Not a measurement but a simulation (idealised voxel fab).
This section sets out a process module, namely voxel ribs on slabs.
We display cut, a cross-section 260 nm in width whose square cells are each 5 nm.
Heads up, the way a cross-section reads in here is a grid of square cells, handed over as bands from the top down, with every band being one or more rows of cells.
Band: top height; bottom height; in nm. Then, left to right: material with width in nm, for each material. "everywhere": a single material spanning edge to edge. "air": empty space.
The reference from which all heights are counted is 0, the level beneath which the as-received wafer is entirely one material; the lowest band, having no lower bound, proceeds downward and is written after the example "0..down".
Top row gets the first number, bottom row gets the second, and each row in between changes by the same step: that is how a band width like "30 to 40" works.
"changes: none" after a step means that no cell of the cross-section changed.
Each empty space that has no open way to the top and spans at least 8 cells appears under "Closed void roster" as width x height at distance, the distance counted from the left edge, all in nm.
Step line, after settings: the simulator's comment on this step.
If you see "overlay nm" on a step's line and that step has a mask, it's telling you how far right of where it was planned the mask ended up; a negative number means it went left instead.

So here's the lineup of process steps we planned:
1,RECEIVE | material Si
2,DIRECTIONAL_DEP | material SiO2 | thk nm 20
3,DIRECTIONAL_DEP | material SiN | thk nm 15
4,PATTERN | tone cover | mask id RIB | material resist | width nm 15 | thk nm 15 | overlay nm 0
5,DIRECTIONAL_ETCH | etch materials SiN | depth nm 5
6,STRIP | etch materials resist
7,DIRECTIONAL_DEP | material aC | thk nm 10
8,PATTERN | tone cover | mask id SLAB | material resist | width nm 65 | thk nm 30 | overlay nm 0
9,DIRECTIONAL_ETCH | etch materials aC | depth nm 10
10,STRIP | etch materials resist
11,DIRECTIONAL_ETCH | etch materials SiN | depth nm 10
12,STRIP | etch materials aC
13,FILL_DEP | material SiO2 | thk nm 15
14,CMP | height nm 45
15,DIRECTIONAL_DEP | material TiN | thk nm 5
16,DIRECTIONAL_DEP | material aC | thk nm 10
17,PATTERN | tone cover | mask id HEATER | material resist | width nm 25 | thk nm 25 | overlay nm 0
18,DIRECTIONAL_ETCH | etch materials aC | depth nm 10
19,STRIP | etch materials resist
20,DIRECTIONAL_ETCH | etch materials TiN | depth nm 5
21,STRIP | etch materials aC
22,CONFORMAL_DEP | material SiO2 | thk nm 10

The first of two wafers, run as planned:

So this is the incoming wafer in cross-section - it's already been through step 1:
- 0..down  Si everywhere
- Closed void roster: none

Step 2 complete: cross-section through the wafer:
- 20..0  SiO2 everywhere
- Heights below 0 show no change.

Step 3 complete: cross-section through the wafer:
- 35..20  SiN everywhere
- Heights below 20 show no change.

Step 4 complete: cross-section through the wafer:
- 50..35  air 120, then resist 15, then air 125
- Heights below 35 show no change.

Step 5 complete: cross-section through the wafer:
- 50..35  air 120, then resist 15, then air 125
- 35..30  air 120, then SiN 15, then air 125
- Heights below 30 show no change.

Step 6 complete: cross-section through the wafer:
- 35..30  air 120, then SiN 15, then air 125
- Heights below 30 show no change.

Step 7 complete: cross-section through the wafer:
- 45..40  air 120, then aC 15, then air 125
- 40..35  aC everywhere
- 35..30  aC 120, then SiN 15, then aC 125
- Heights below 30 show no change.

Step 8 complete: cross-section through the wafer:
- 75..45  air 95, then resist 65, then air 100
- 45..40  air 95, then resist 25, then aC 15, then resist 25, then air 100
- Heights below 40 show no change.

Step 9 complete: cross-section through the wafer:
- 65..45  air 95, then resist 65, then air 100
- 45..40  air 95, then resist 25, then aC 15, then resist 25, then air 100
- 40..35  air 95, then aC 65, then air 100
- 35..30  air 95, then aC 25, then SiN 15, then aC 25, then air 100
- Heights below 30 show no change.

Step 10 complete: cross-section through the wafer:
- 45..35  air 120 to 95, then aC 15 to 65, then air 125 to 100
- Heights below 35 show no change.

Step 11 complete: cross-section through the wafer:
- 45..35  air 120 to 95, then aC 15 to 65, then air 125 to 100
- 35..30  air 95, then aC 25, then SiN 15, then aC 25, then air 100
- 30..20  air 95, then SiN 65, then air 100
- Heights below 20 show no change.

Step 12 complete: cross-section through the wafer:
- 35..30  air 120, then SiN 15, then air 125
- Heights below 30 show no change.

Step 13 complete: cross-section through the wafer:
- 50..35  SiO2 everywhere
- 35..30  SiO2 120, then SiN 15, then SiO2 125
- 30..20  SiO2 95, then SiN 65, then SiO2 100
- Heights below 20 show no change.

Step 14 complete: cross-section through the wafer:
- 45..35  SiO2 everywhere
- Heights below 35 show no change.

Step 15 complete: cross-section through the wafer:
- 50..45  TiN everywhere
- Heights below 45 show no change.

Step 16 complete: cross-section through the wafer:
- 60..50  aC everywhere
- Heights below 50 show no change.

Step 17 complete: cross-section through the wafer:
- 85..60  air 115, then resist 25, then air 120
- Heights below 60 show no change.

Step 18 complete: cross-section through the wafer:
- 75..60  air 115, then resist 25, then air 120
- 60..50  air 115, then aC 25, then air 120
- Heights below 50 show no change.

Step 19 complete: cross-section through the wafer:
- 60..50  air 115, then aC 25, then air 120
- Heights below 50 show no change.

Step 20 complete: cross-section through the wafer:
- 60..50  air 115, then aC 25, then air 120
- 50..45  air 115, then TiN 25, then air 120
- Heights below 45 show no change.

Step 21 complete: cross-section through the wafer:
- 50..45  air 115, then TiN 25, then air 120
- Heights below 45 show no change.

Step 22 complete: cross-section through the wafer:
- 60..55  air 105, then SiO2 45, then air 110
- 55..50  SiO2 everywhere
- 50..45  SiO2 115, then TiN 25, then SiO2 120
- Heights below 45 show no change.

Notes, second wafer: start = first wafer's, plan = first wafer's, execution had one mistake; history identical to first through step 21:

Second wafer, cut view, end of step 22 per plan: changes: none
Plan not followed: plan step 22: skipped, not run
Final cells, second wafer relative to first, materials higher or lower: 108 fewer of SiO2
